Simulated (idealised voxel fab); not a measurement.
process module | voxel transistor to metal
cross-section cut | 205 nm wide | cells 5 nm
A cross-section is a grid of square cells, given in bands from the top down. A band is one or more rows of cells.
Each band's line starts with the height of the band's top and of its bottom, in nm. Then come its materials from left to right, each with its width in nm. One material with "throughout" fills the band from edge to edge. "air" is empty space.
Height 0 is the level under which the wafer as received is all one material. The lowest band goes on downwards, as in "0 down".
A width such as "30 to 40" changes by the same amount from each row of cells to the next, from the band's top row to its bottom row.
"no change" after a step means that no cell of the cross-section changed.
closed voids: empty space of 8 cells or more with no open way to the top, each as width x height at its distance from the left edge, in nm
after a step's settings: what the simulator itself notes on the step
overlay nm, on a step with a mask: how far to the right of its planned place the mask lay; to the left if negative
plan
1 op RECEIVE | material Si
2 op CONFORMAL_DEP | material SiO2 | thk nm 5
3 op CONFORMAL_DEP | material SiN | thk nm 15
4 op PATTERN | tone cover | mask id ACTIVE | material resist | width nm 105 | thk nm 20 | overlay nm 0
5 op DIRECTIONAL_ETCH | etch materials SiN | depth nm 15
6 op DIRECTIONAL_ETCH | etch materials SiO2 | depth nm 5
7 op DIRECTIONAL_ETCH | etch materials Si | depth nm 20
8 op STRIP | etch materials resist
9 op FILL_DEP | material SiO2 | thk nm 15
10 op CMP | height nm 20
11 op SELECTIVE_ETCH | etch materials SiO2 | depth nm 10
12 op STRIP | etch materials SiN
13 op SELECTIVE_ETCH | etch materials SiO2 | depth nm 5
14 op OXIDIZE | depth nm 5
15 op DIRECTIONAL_DEP | material polySi | thk nm 20
16 op DIRECTIONAL_DEP | material SiCN | thk nm 15
17 op PATTERN | tone cover | mask id GATE | material resist | width nm 25 | thk nm 20 | overlay nm 0
18 op DIRECTIONAL_ETCH | etch materials SiCN | depth nm 25
19 op DIRECTIONAL_ETCH | etch materials polySi | depth nm 30
20 op STRIP | etch materials resist
21 op CONFORMAL_DEP | material SiN | thk nm 10
22 op DIRECTIONAL_ETCH | etch materials SiN | depth nm 10
23 op DIRECTIONAL_ETCH | etch materials SiO2 | depth nm 5
24 op DIRECTIONAL_ETCH | etch materials Si | depth nm 15
25 op EPI | material SiGe | thk nm 15
26 op FILL_DEP | material SiO2 | thk nm 5
27 op CMP | height nm 35
28 op DIRECTIONAL_DEP | material SiO2 | thk nm 15
29 op MASKED_ETCH | tone open | mask id CONTACT | width nm 15 | pitch nm 80 | etch materials SiO2 | depth nm 40 | overlay nm 0
30 op CONFORMAL_DEP | material TiN | thk nm 5
31 op FILL_DEP | material Ru | thk nm 5
32 op CMP | height nm 50
33 op CONFORMAL_DEP | material SiN | thk nm 5
34 op DIRECTIONAL_DEP | material lowk | thk nm 15
35 op DIRECTIONAL_DEP | material aC | thk nm 10
36 op PATTERN | tone open | mask id METAL_1 | material resist | width nm 15 | pitch nm 80 | thk nm 30 | overlay nm 0
37 op DIRECTIONAL_ETCH | etch materials aC | depth nm 10
38 op STRIP | etch materials resist
39 op DIRECTIONAL_ETCH | etch materials lowk | depth nm 15
40 op DIRECTIONAL_ETCH | etch materials SiN | depth nm 5
41 op STRIP | etch materials aC
42 op CONFORMAL_DEP | material TiN | thk nm 5
43 op FILL_DEP | material Cu | thk nm 10
44 op CMP | height nm 70
45 op CONFORMAL_DEP | material SiCN | thk nm 5
46 op DIRECTIONAL_DEP | material lowk | thk nm 30
47 op DIRECTIONAL_DEP | material aC | thk nm 15
48 op PATTERN | tone open | mask id METAL_2 | material resist | width nm 15 | pitch nm 80 | thk nm 30 | overlay nm 0
49 op DIRECTIONAL_ETCH | etch materials aC | depth nm 15
50 op STRIP | etch materials resist
51 op DIRECTIONAL_ETCH | etch materials lowk | depth nm 20
52 op STRIP | etch materials aC
53 op MASKED_ETCH | tone open | mask id METAL_2_HOLES | width nm 15 | pitch nm 80 | etch materials lowk | depth nm 10 | overlay nm 0
54 op MASKED_ETCH | tone open | mask id METAL_2_HOLES | width nm 15 | pitch nm 80 | etch materials SiCN | depth nm 5 | overlay nm 0
55 op CONFORMAL_DEP | material TiN | thk nm 5
56 op FILL_DEP | material Cu | thk nm 10
57 op CMP | height nm 105
58 op CONFORMAL_DEP | material SiN | thk nm 5
first wafer, as planned
as received, after step 1
  0 down: Si throughout
  closed voids: none
after step 2
  5 to 0: SiO2 throughout
  below 0: unchanged
after step 3
  20 to 5: SiN throughout
  below 5: unchanged
after step 4
  40 to 20: air 50 | resist 105 | air 50
  below 20: unchanged
after step 5
  40 to 20: air 50 | resist 105 | air 50
  20 to 5: air 50 | SiN 105 | air 50
  below 5: unchanged
after step 6
  40 to 20: air 50 | resist 105 | air 50
  20 to 5: air 50 | SiN 105 | air 50
  5 to 0: air 50 | SiO2 105 | air 50
  below 0: unchanged
after step 7
  40 to 20: air 50 | resist 105 | air 50
  20 to 5: air 50 | SiN 105 | air 50
  5 to 0: air 50 | SiO2 105 | air 50
  0 to -20: air 50 | Si 105 | air 50
  below -20: unchanged
after step 8
  20 to 5: air 50 | SiN 105 | air 50
  below 5: unchanged
after step 9
  35 to 20: SiO2 throughout
  20 to 5: SiO2 50 | SiN 105 | SiO2 50
  5 to 0: SiO2 throughout
  0 to -20: SiO2 50 | Si 105 | SiO2 50
  below -20: unchanged
after step 10
  20 to 5: SiO2 50 | SiN 105 | SiO2 50
  below 5: unchanged
after step 11
  20 to 10: air 50 | SiN 105 | air 50
  below 10: unchanged
after step 12
  10 to 5: SiO2 50 | air 105 | SiO2 50
  below 5: unchanged
after step 13
  5 to 0: SiO2 45 | air 115 | SiO2 45
  below 0: unchanged
after step 14
  5 to 0: SiO2 45 | air 115 | SiO2 45
  0 to -5: SiO2 throughout
  below -5: unchanged
after step 15
  25 to 20: polySi 45 | air 115 | polySi 45
  20 to 5: polySi throughout
  5 to 0: SiO2 45 | polySi 115 | SiO2 45
  below 0: unchanged
after step 16
  40 to 35: SiCN 45 | air 115 | SiCN 45
  35 to 25: SiCN throughout
  25 to 20: polySi 45 | SiCN 115 | polySi 45
  below 20: unchanged
after step 17
  60 to 40: air 90 | resist 25 | air 90
  40 to 35: SiCN 45 | air 45 | resist 25 | air 45 | SiCN 45
  below 35: unchanged
after step 18
  60 to 35: air 90 | resist 25 | air 90
  35 to 25: air 90 | SiCN 25 | air 90
  25 to 20: polySi 45 | air 45 | SiCN 25 | air 45 | polySi 45
  below 20: unchanged
after step 19
  60 to 35: air 90 | resist 25 | air 90
  35 to 20: air 90 | SiCN 25 | air 90
  20 to 5: air 90 | polySi 25 | air 90
  5 to 0: SiO2 45 | air 45 | polySi 25 | air 45 | SiO2 45
  below 0: unchanged
after step 20
  35 to 20: air 90 | SiCN 25 | air 90
  below 20: unchanged
after step 21
  45 to 35: air 80 | SiN 45 | air 80
  35 to 20: air 80 | SiN 10 | SiCN 25 | SiN 10 | air 80
  20 to 15: air 80 | SiN 10 | polySi 25 | SiN 10 | air 80
  15 to 10: SiN 55 | air 25 | SiN 10 | polySi 25 | SiN 10 | air 25 | SiN 55
  10 to 5: SiN 90 | polySi 25 | SiN 90
  5 to 0: SiO2 45 | SiN 45 | polySi 25 | SiN 45 | SiO2 45
  below 0: unchanged
after step 22
  35 to 20: air 80 | SiN 10 | SiCN 25 | SiN 10 | air 80
  20 to 5: air 80 | SiN 10 | polySi 25 | SiN 10 | air 80
  5 to 0: SiO2 45 | SiN 10 | air 25 | SiN 10 | polySi 25 | SiN 10 | air 25 | SiN 10 | SiO2 45
  below 0: unchanged
after step 23
  35 to 20: air 80 | SiN 10 | SiCN 25 | SiN 10 | air 80
  20 to 5: air 80 | SiN 10 | polySi 25 | SiN 10 | air 80
  5 to 0: air 45 | SiN 10 | air 25 | SiN 10 | polySi 25 | SiN 10 | air 25 | SiN 10 | air 45
  0 to -5: SiO2 55 | air 25 | SiO2 45 | air 25 | SiO2 55
  below -5: unchanged
after step 24
  35 to 20: air 80 | SiN 10 | SiCN 25 | SiN 10 | air 80
  20 to 5: air 80 | SiN 10 | polySi 25 | SiN 10 | air 80
  5 to 0: air 45 | SiN 10 | air 25 | SiN 10 | polySi 25 | SiN 10 | air 25 | SiN 10 | air 45
  0 to -5: SiO2 55 | air 25 | SiO2 45 | air 25 | SiO2 55
  -5 to -20: SiO2 50 | Si 5 | air 25 | Si 45 | air 25 | Si 5 | SiO2 50
  below -20: unchanged
after step 25
  35 to 20: air 80 | SiN 10 | SiCN 25 | SiN 10 | air 80
  20 to 10: air 80 | SiN 10 | polySi 25 | SiN 10 | air 80
  10 to 5: air 50 | SiGe 30 | SiN 10 | polySi 25 | SiN 10 | SiGe 30 | air 50
  5 to 0: air 45 | SiN 10 | SiGe 25 | SiN 10 | polySi 25 | SiN 10 | SiGe 25 | SiN 10 | air 45
  0 to -5: SiO2 55 | SiGe 25 | SiO2 45 | SiGe 25 | SiO2 55
  -5 to -20: SiO2 50 | Si 5 | SiGe 25 | Si 45 | SiGe 25 | Si 5 | SiO2 50
  below -20: unchanged
after step 26
  40 to 35: SiO2 throughout
  35 to 20: SiO2 80 | SiN 10 | SiCN 25 | SiN 10 | SiO2 80
  20 to 10: SiO2 80 | SiN 10 | polySi 25 | SiN 10 | SiO2 80
  10 to 5: SiO2 50 | SiGe 30 | SiN 10 | polySi 25 | SiN 10 | SiGe 30 | SiO2 50
  5 to 0: SiO2 45 | SiN 10 | SiGe 25 | SiN 10 | polySi 25 | SiN 10 | SiGe 25 | SiN 10 | SiO2 45
  below 0: unchanged
after step 27
  35 to 20: SiO2 80 | SiN 10 | SiCN 25 | SiN 10 | SiO2 80
  below 20: unchanged
after step 28
  50 to 35: SiO2 throughout
  below 35: unchanged
after step 29
  50 to 35: SiO2 55 | air 15 | SiO2 65 | air 15 | SiO2 55
  35 to 20: SiO2 55 | air 15 | SiO2 10 | SiN 10 | SiCN 25 | SiN 10 | SiO2 10 | air 15 | SiO2 55
  20 to 10: SiO2 55 | air 15 | SiO2 10 | SiN 10 | polySi 25 | SiN 10 | SiO2 10 | air 15 | SiO2 55
  below 10: unchanged
after step 30
  55 to 50: TiN 60 | air 5 | TiN 75 | air 5 | TiN 60
  50 to 35: SiO2 55 | TiN 5 | air 5 | TiN 5 | SiO2 65 | TiN 5 | air 5 | TiN 5 | SiO2 55
  35 to 20: SiO2 55 | TiN 5 | air 5 | TiN 5 | SiO2 10 | SiN 10 | SiCN 25 | SiN 10 | SiO2 10 | TiN 5 | air 5 | TiN 5 | SiO2 55
  20 to 15: SiO2 55 | TiN 5 | air 5 | TiN 5 | SiO2 10 | SiN 10 | polySi 25 | SiN 10 | SiO2 10 | TiN 5 | air 5 | TiN 5 | SiO2 55
  15 to 10: SiO2 55 | TiN 15 | SiO2 10 | SiN 10 | polySi 25 | SiN 10 | SiO2 10 | TiN 15 | SiO2 55
  below 10: unchanged
after step 31
  60 to 55: Ru throughout
  55 to 50: TiN 60 | Ru 5 | TiN 75 | Ru 5 | TiN 60
  50 to 35: SiO2 55 | TiN 5 | Ru 5 | TiN 5 | SiO2 65 | TiN 5 | Ru 5 | TiN 5 | SiO2 55
  35 to 20: SiO2 55 | TiN 5 | Ru 5 | TiN 5 | SiO2 10 | SiN 10 | SiCN 25 | SiN 10 | SiO2 10 | TiN 5 | Ru 5 | TiN 5 | SiO2 55
  20 to 15: SiO2 55 | TiN 5 | Ru 5 | TiN 5 | SiO2 10 | SiN 10 | polySi 25 | SiN 10 | SiO2 10 | TiN 5 | Ru 5 | TiN 5 | SiO2 55
  below 15: unchanged
after step 32
  50 to 35: SiO2 55 | TiN 5 | Ru 5 | TiN 5 | SiO2 65 | TiN 5 | Ru 5 | TiN 5 | SiO2 55
  below 35: unchanged
after step 33
  55 to 50: SiN throughout
  below 50: unchanged
after step 34
  70 to 55: lowk throughout
  below 55: unchanged
after step 35
  80 to 70: aC throughout
  below 70: unchanged
after step 36
  110 to 80: resist 55 | air 15 | resist 65 | air 15 | resist 55
  below 80: unchanged
after step 37
  100 to 80: resist 55 | air 15 | resist 65 | air 15 | resist 55
  80 to 70: aC 55 | air 15 | aC 65 | air 15 | aC 55
  below 70: unchanged
after step 38
  80 to 70: aC 55 | air 15 | aC 65 | air 15 | aC 55
  below 70: unchanged
after step 39
  80 to 70: aC 55 | air 15 | aC 65 | air 15 | aC 55
  70 to 55: lowk 55 | air 15 | lowk 65 | air 15 | lowk 55
  below 55: unchanged
after step 40
  80 to 70: aC 55 | air 15 | aC 65 | air 15 | aC 55
  70 to 55: lowk 55 | air 15 | lowk 65 | air 15 | lowk 55
  55 to 50: SiN 55 | air 15 | SiN 65 | air 15 | SiN 55
  below 50: unchanged
after step 41
  70 to 55: lowk 55 | air 15 | lowk 65 | air 15 | lowk 55
  below 55: unchanged
after step 42
  75 to 70: TiN 60 | air 5 | TiN 75 | air 5 | TiN 60
  70 to 55: lowk 55 | TiN 5 | air 5 | TiN 5 | lowk 65 | TiN 5 | air 5 | TiN 5 | lowk 55
  55 to 50: SiN 55 | TiN 15 | SiN 65 | TiN 15 | SiN 55
  below 50: unchanged
after step 43
  85 to 75: Cu throughout
  75 to 70: TiN 60 | Cu 5 | TiN 75 | Cu 5 | TiN 60
  70 to 55: lowk 55 | TiN 5 | Cu 5 | TiN 5 | lowk 65 | TiN 5 | Cu 5 | TiN 5 | lowk 55
  below 55: unchanged
after step 44
  70 to 55: lowk 55 | TiN 5 | Cu 5 | TiN 5 | lowk 65 | TiN 5 | Cu 5 | TiN 5 | lowk 55
  below 55: unchanged
after step 45
  75 to 70: SiCN throughout
  below 70: unchanged
after step 46
  105 to 75: lowk throughout
  below 75: unchanged
after step 47
  120 to 105: aC throughout
  below 105: unchanged
after step 48
  150 to 120: resist 55 | air 15 | resist 65 | air 15 | resist 55
  below 120: unchanged
after step 49
  135 to 120: resist 55 | air 15 | resist 65 | air 15 | resist 55
  120 to 105: aC 55 | air 15 | aC 65 | air 15 | aC 55
  below 105: unchanged
after step 50
  120 to 105: aC 55 | air 15 | aC 65 | air 15 | aC 55
  below 105: unchanged
after step 51
  120 to 105: aC 55 | air 15 | aC 65 | air 15 | aC 55
  105 to 85: lowk 55 | air 15 | lowk 65 | air 15 | lowk 55
  below 85: unchanged
after step 52
  105 to 85: lowk 55 | air 15 | lowk 65 | air 15 | lowk 55
  below 85: unchanged
after step 53
  105 to 75: lowk 55 | air 15 | lowk 65 | air 15 | lowk 55
  below 75: unchanged
after step 54
  105 to 75: lowk 55 | air 15 | lowk 65 | air 15 | lowk 55
  75 to 70: SiCN 55 | air 15 | SiCN 65 | air 15 | SiCN 55
  below 70: unchanged
after step 55
  110 to 105: TiN 60 | air 5 | TiN 75 | air 5 | TiN 60
  105 to 75: lowk 55 | TiN 5 | air 5 | TiN 5 | lowk 65 | TiN 5 | air 5 | TiN 5 | lowk 55
  75 to 70: SiCN 55 | TiN 15 | SiCN 65 | TiN 15 | SiCN 55
  below 70: unchanged
after step 56
  120 to 110: Cu throughout
  110 to 105: TiN 60 | Cu 5 | TiN 75 | Cu 5 | TiN 60
  105 to 75: lowk 55 | TiN 5 | Cu 5 | TiN 5 | lowk 65 | TiN 5 | Cu 5 | TiN 5 | lowk 55
  below 75: unchanged
after step 57
  105 to 75: lowk 55 | TiN 5 | Cu 5 | TiN 5 | lowk 65 | TiN 5 | Cu 5 | TiN 5 | lowk 55
  below 75: unchanged
after step 58
  110 to 105: SiN throughout
  below 105: unchanged
second wafer: like start, like plan, one mistake. Through step 1 it matches the first wafer
when step 2 should have ended: no change
when step 3 should have ended
  15 to 0: SiN throughout
  below 0: unchanged
when step 4 should have ended
  35 to 15: air 50 | resist 105 | air 50
  below 15: unchanged
when step 5 should have ended
  35 to 15: air 50 | resist 105 | air 50
  15 to 0: air 50 | SiN 105 | air 50
  below 0: unchanged
when step 6 should have ended: no change
when step 7 should have ended
  35 to 15: air 50 | resist 105 | air 50
  15 to 0: air 50 | SiN 105 | air 50
  0 to -20: air 50 | Si 105 | air 50
  below -20: unchanged
when step 8 should have ended
  15 to 0: air 50 | SiN 105 | air 50
  below 0: unchanged
when step 9 should have ended
  30 to 15: SiO2 throughout
  15 to 0: SiO2 50 | SiN 105 | SiO2 50
  0 to -20: SiO2 50 | Si 105 | SiO2 50
  below -20: unchanged
when step 10 should have ended
  20 to 15: SiO2 throughout
  below 15: unchanged
when step 11 should have ended
  15 to 10: air 50 | SiN 105 | air 50
  below 10: unchanged
when step 12 should have ended
  10 to 0: SiO2 50 | air 105 | SiO2 50
  below 0: unchanged
when step 13 should have ended
  5 to 0: SiO2 45 | air 115 | SiO2 45
  0 to -5: SiO2 45 | air 5 | Si 105 | air 5 | SiO2 45
  below -5: unchanged
when step 14 should have ended
  5 to 0: SiO2 45 | air 115 | SiO2 45
  0 to -5: SiO2 45 | air 5 | SiO2 105 | air 5 | SiO2 45
  -5 to -10: SiO2 55 | Si 95 | SiO2 55
  below -10: unchanged
when step 15 should have ended
  25 to 20: polySi 45 | air 115 | polySi 45
  20 to 15: polySi 45 | air 5 | polySi 105 | air 5 | polySi 45
  15 to 5: polySi throughout
  5 to 0: SiO2 45 | polySi 115 | SiO2 45
  0 to -5: SiO2 45 | polySi 5 | SiO2 105 | polySi 5 | SiO2 45
  below -5: unchanged
when step 16 should have ended
  40 to 35: SiCN 45 | air 115 | SiCN 45
  35 to 30: SiCN 45 | air 5 | SiCN 105 | air 5 | SiCN 45
  30 to 25: SiCN throughout
  25 to 20: polySi 45 | SiCN 115 | polySi 45
  20 to 15: polySi 45 | SiCN 5 | polySi 105 | SiCN 5 | polySi 45
  below 15: unchanged
when step 17 should have ended
  60 to 40: air 90 | resist 25 | air 90
  40 to 35: SiCN 45 | air 45 | resist 25 | air 45 | SiCN 45
  below 35: unchanged
when step 18 should have ended
  60 to 35: air 90 | resist 25 | air 90
  35 to 25: air 90 | SiCN 25 | air 90
  25 to 20: polySi 45 | air 45 | SiCN 25 | air 45 | polySi 45
  20 to 15: polySi 45 | air 5 | polySi 105 | air 5 | polySi 45
  below 15: unchanged
when step 19 should have ended
  60 to 35: air 90 | resist 25 | air 90
  35 to 20: air 90 | SiCN 25 | air 90
  20 to 5: air 90 | polySi 25 | air 90
  5 to 0: SiO2 45 | air 45 | polySi 25 | air 45 | SiO2 45
  0 to -5: SiO2 45 | air 5 | SiO2 105 | air 5 | SiO2 45
  below -5: unchanged
when step 20 should have ended
  35 to 20: air 90 | SiCN 25 | air 90
  below 20: unchanged
when step 21 should have ended
  45 to 35: air 80 | SiN 45 | air 80
  35 to 20: air 80 | SiN 10 | SiCN 25 | SiN 10 | air 80
  20 to 15: air 80 | SiN 10 | polySi 25 | SiN 10 | air 80
  15 to 10: SiN 55 | air 25 | SiN 10 | polySi 25 | SiN 10 | air 25 | SiN 55
  10 to 5: SiN 90 | polySi 25 | SiN 90
  5 to 0: SiO2 45 | SiN 45 | polySi 25 | SiN 45 | SiO2 45
  0 to -5: SiO2 45 | SiN 5 | SiO2 105 | SiN 5 | SiO2 45
  below -5: unchanged
when step 22 should have ended
  35 to 20: air 80 | SiN 10 | SiCN 25 | SiN 10 | air 80
  20 to 5: air 80 | SiN 10 | polySi 25 | SiN 10 | air 80
  5 to 0: SiO2 45 | SiN 10 | air 25 | SiN 10 | polySi 25 | SiN 10 | air 25 | SiN 10 | SiO2 45
  below 0: unchanged
when step 23 should have ended
  35 to 20: air 80 | SiN 10 | SiCN 25 | SiN 10 | air 80
  20 to 5: air 80 | SiN 10 | polySi 25 | SiN 10 | air 80
  5 to 0: air 45 | SiN 10 | air 25 | SiN 10 | polySi 25 | SiN 10 | air 25 | SiN 10 | air 45
  0 to -5: SiO2 45 | SiN 5 | SiO2 5 | air 25 | SiO2 45 | air 25 | SiO2 5 | SiN 5 | SiO2 45
  below -5: unchanged
when step 24 should have ended
  35 to 20: air 80 | SiN 10 | SiCN 25 | SiN 10 | air 80
  20 to 5: air 80 | SiN 10 | polySi 25 | SiN 10 | air 80
  5 to 0: air 45 | SiN 10 | air 25 | SiN 10 | polySi 25 | SiN 10 | air 25 | SiN 10 | air 45
  0 to -5: SiO2 45 | SiN 5 | SiO2 5 | air 25 | SiO2 45 | air 25 | SiO2 5 | SiN 5 | SiO2 45
  -5 to -10: SiO2 55 | air 25 | Si 45 | air 25 | SiO2 55
  -10 to -20: SiO2 50 | Si 5 | air 25 | Si 45 | air 25 | Si 5 | SiO2 50
  below -20: unchanged
when step 25 should have ended
  35 to 20: air 80 | SiN 10 | SiCN 25 | SiN 10 | air 80
  20 to 10: air 80 | SiN 10 | polySi 25 | SiN 10 | air 80
  10 to 5: air 65 | SiGe 15 | SiN 10 | polySi 25 | SiN 10 | SiGe 15 | air 65
  5 to 0: air 45 | SiN 10 | SiGe 25 | SiN 10 | polySi 25 | SiN 10 | SiGe 25 | SiN 10 | air 45
  0 to -5: SiO2 45 | SiN 5 | SiO2 5 | SiGe 25 | SiO2 45 | SiGe 25 | SiO2 5 | SiN 5 | SiO2 45
  -5 to -10: SiO2 55 | SiGe 25 | Si 45 | SiGe 25 | SiO2 55
  -10 to -20: SiO2 50 | Si 5 | SiGe 25 | Si 45 | SiGe 25 | Si 5 | SiO2 50
  below -20: unchanged
when step 26 should have ended
  40 to 35: SiO2 throughout
  35 to 20: SiO2 80 | SiN 10 | SiCN 25 | SiN 10 | SiO2 80
  20 to 10: SiO2 80 | SiN 10 | polySi 25 | SiN 10 | SiO2 80
  10 to 5: SiO2 65 | SiGe 15 | SiN 10 | polySi 25 | SiN 10 | SiGe 15 | SiO2 65
  5 to 0: SiO2 45 | SiN 10 | SiGe 25 | SiN 10 | polySi 25 | SiN 10 | SiGe 25 | SiN 10 | SiO2 45
  below 0: unchanged
when step 27 should have ended
  35 to 20: SiO2 80 | SiN 10 | SiCN 25 | SiN 10 | SiO2 80
  below 20: unchanged
when step 28 should have ended
  50 to 35: SiO2 throughout
  below 35: unchanged
when step 29 should have ended
  50 to 35: SiO2 55 | air 15 | SiO2 65 | air 15 | SiO2 55
  35 to 20: SiO2 55 | air 15 | SiO2 10 | SiN 10 | SiCN 25 | SiN 10 | SiO2 10 | air 15 | SiO2 55
  20 to 10: SiO2 55 | air 15 | SiO2 10 | SiN 10 | polySi 25 | SiN 10 | SiO2 10 | air 15 | SiO2 55
  below 10: unchanged
when step 30 should have ended
  55 to 50: TiN 60 | air 5 | TiN 75 | air 5 | TiN 60
  50 to 35: SiO2 55 | TiN 5 | air 5 | TiN 5 | SiO2 65 | TiN 5 | air 5 | TiN 5 | SiO2 55
  35 to 20: SiO2 55 | TiN 5 | air 5 | TiN 5 | SiO2 10 | SiN 10 | SiCN 25 | SiN 10 | SiO2 10 | TiN 5 | air 5 | TiN 5 | SiO2 55
  20 to 15: SiO2 55 | TiN 5 | air 5 | TiN 5 | SiO2 10 | SiN 10 | polySi 25 | SiN 10 | SiO2 10 | TiN 5 | air 5 | TiN 5 | SiO2 55
  15 to 10: SiO2 55 | TiN 15 | SiO2 10 | SiN 10 | polySi 25 | SiN 10 | SiO2 10 | TiN 15 | SiO2 55
  below 10: unchanged
when step 31 should have ended
  60 to 55: Ru throughout
  55 to 50: TiN 60 | Ru 5 | TiN 75 | Ru 5 | TiN 60
  50 to 35: SiO2 55 | TiN 5 | Ru 5 | TiN 5 | SiO2 65 | TiN 5 | Ru 5 | TiN 5 | SiO2 55
  35 to 20: SiO2 55 | TiN 5 | Ru 5 | TiN 5 | SiO2 10 | SiN 10 | SiCN 25 | SiN 10 | SiO2 10 | TiN 5 | Ru 5 | TiN 5 | SiO2 55
  20 to 15: SiO2 55 | TiN 5 | Ru 5 | TiN 5 | SiO2 10 | SiN 10 | polySi 25 | SiN 10 | SiO2 10 | TiN 5 | Ru 5 | TiN 5 | SiO2 55
  below 15: unchanged
when step 32 should have ended
  50 to 35: SiO2 55 | TiN 5 | Ru 5 | TiN 5 | SiO2 65 | TiN 5 | Ru 5 | TiN 5 | SiO2 55
  below 35: unchanged
when step 33 should have ended
  55 to 50: SiN throughout
  below 50: unchanged
when step 34 should have ended
  70 to 55: lowk throughout
  below 55: unchanged
when step 35 should have ended
  80 to 70: aC throughout
  below 70: unchanged
when step 36 should have ended
  110 to 80: resist 55 | air 15 | resist 65 | air 15 | resist 55
  below 80: unchanged
when step 37 should have ended
  100 to 80: resist 55 | air 15 | resist 65 | air 15 | resist 55
  80 to 70: aC 55 | air 15 | aC 65 | air 15 | aC 55
  below 70: unchanged
when step 38 should have ended
  80 to 70: aC 55 | air 15 | aC 65 | air 15 | aC 55
  below 70: unchanged
when step 39 should have ended
  80 to 70: aC 55 | air 15 | aC 65 | air 15 | aC 55
  70 to 55: lowk 55 | air 15 | lowk 65 | air 15 | lowk 55
  below 55: unchanged
when step 40 should have ended
  80 to 70: aC 55 | air 15 | aC 65 | air 15 | aC 55
  70 to 55: lowk 55 | air 15 | lowk 65 | air 15 | lowk 55
  55 to 50: SiN 55 | air 15 | SiN 65 | air 15 | SiN 55
  below 50: unchanged
when step 41 should have ended
  70 to 55: lowk 55 | air 15 | lowk 65 | air 15 | lowk 55
  below 55: unchanged
when step 42 should have ended
  75 to 70: TiN 60 | air 5 | TiN 75 | air 5 | TiN 60
  70 to 55: lowk 55 | TiN 5 | air 5 | TiN 5 | lowk 65 | TiN 5 | air 5 | TiN 5 | lowk 55
  55 to 50: SiN 55 | TiN 15 | SiN 65 | TiN 15 | SiN 55
  below 50: unchanged
when step 43 should have ended
  85 to 75: Cu throughout
  75 to 70: TiN 60 | Cu 5 | TiN 75 | Cu 5 | TiN 60
  70 to 55: lowk 55 | TiN 5 | Cu 5 | TiN 5 | lowk 65 | TiN 5 | Cu 5 | TiN 5 | lowk 55
  below 55: unchanged
when step 44 should have ended
  70 to 55: lowk 55 | TiN 5 | Cu 5 | TiN 5 | lowk 65 | TiN 5 | Cu 5 | TiN 5 | lowk 55
  below 55: unchanged
when step 45 should have ended
  75 to 70: SiCN throughout
  below 70: unchanged
when step 46 should have ended
  105 to 75: lowk throughout
  below 75: unchanged
when step 47 should have ended
  120 to 105: aC throughout
  below 105: unchanged
when step 48 should have ended
  150 to 120: resist 55 | air 15 | resist 65 | air 15 | resist 55
  below 120: unchanged
when step 49 should have ended
  135 to 120: resist 55 | air 15 | resist 65 | air 15 | resist 55
  120 to 105: aC 55 | air 15 | aC 65 | air 15 | aC 55
  below 105: unchanged
when step 50 should have ended
  120 to 105: aC 55 | air 15 | aC 65 | air 15 | aC 55
  below 105: unchanged
when step 51 should have ended
  120 to 105: aC 55 | air 15 | aC 65 | air 15 | aC 55
  105 to 85: lowk 55 | air 15 | lowk 65 | air 15 | lowk 55
  below 85: unchanged
when step 52 should have ended
  105 to 85: lowk 55 | air 15 | lowk 65 | air 15 | lowk 55
  below 85: unchanged
when step 53 should have ended
  105 to 75: lowk 55 | air 15 | lowk 65 | air 15 | lowk 55
  below 75: unchanged
when step 54 should have ended
  105 to 75: lowk 55 | air 15 | lowk 65 | air 15 | lowk 55
  75 to 70: SiCN 55 | air 15 | SiCN 65 | air 15 | SiCN 55
  below 70: unchanged
when step 55 should have ended
  110 to 105: TiN 60 | air 5 | TiN 75 | air 5 | TiN 60
  105 to 75: lowk 55 | TiN 5 | air 5 | TiN 5 | lowk 65 | TiN 5 | air 5 | TiN 5 | lowk 55
  75 to 70: SiCN 55 | TiN 15 | SiCN 65 | TiN 15 | SiCN 55
  below 70: unchanged
when step 56 should have ended
  120 to 110: Cu throughout
  110 to 105: TiN 60 | Cu 5 | TiN 75 | Cu 5 | TiN 60
  105 to 75: lowk 55 | TiN 5 | Cu 5 | TiN 5 | lowk 65 | TiN 5 | Cu 5 | TiN 5 | lowk 55
  below 75: unchanged
when step 57 should have ended
  105 to 75: lowk 55 | TiN 5 | Cu 5 | TiN 5 | lowk 65 | TiN 5 | Cu 5 | TiN 5 | lowk 55
  below 75: unchanged
when step 58 should have ended
  110 to 105: SiN throughout
  below 105: unchanged
what went wrong: step 2 was left out
at the end the second wafer has, in cells: 2 fewer of Si | 6 fewer of SiGe | 2 more of SiN | 6 more of SiO2
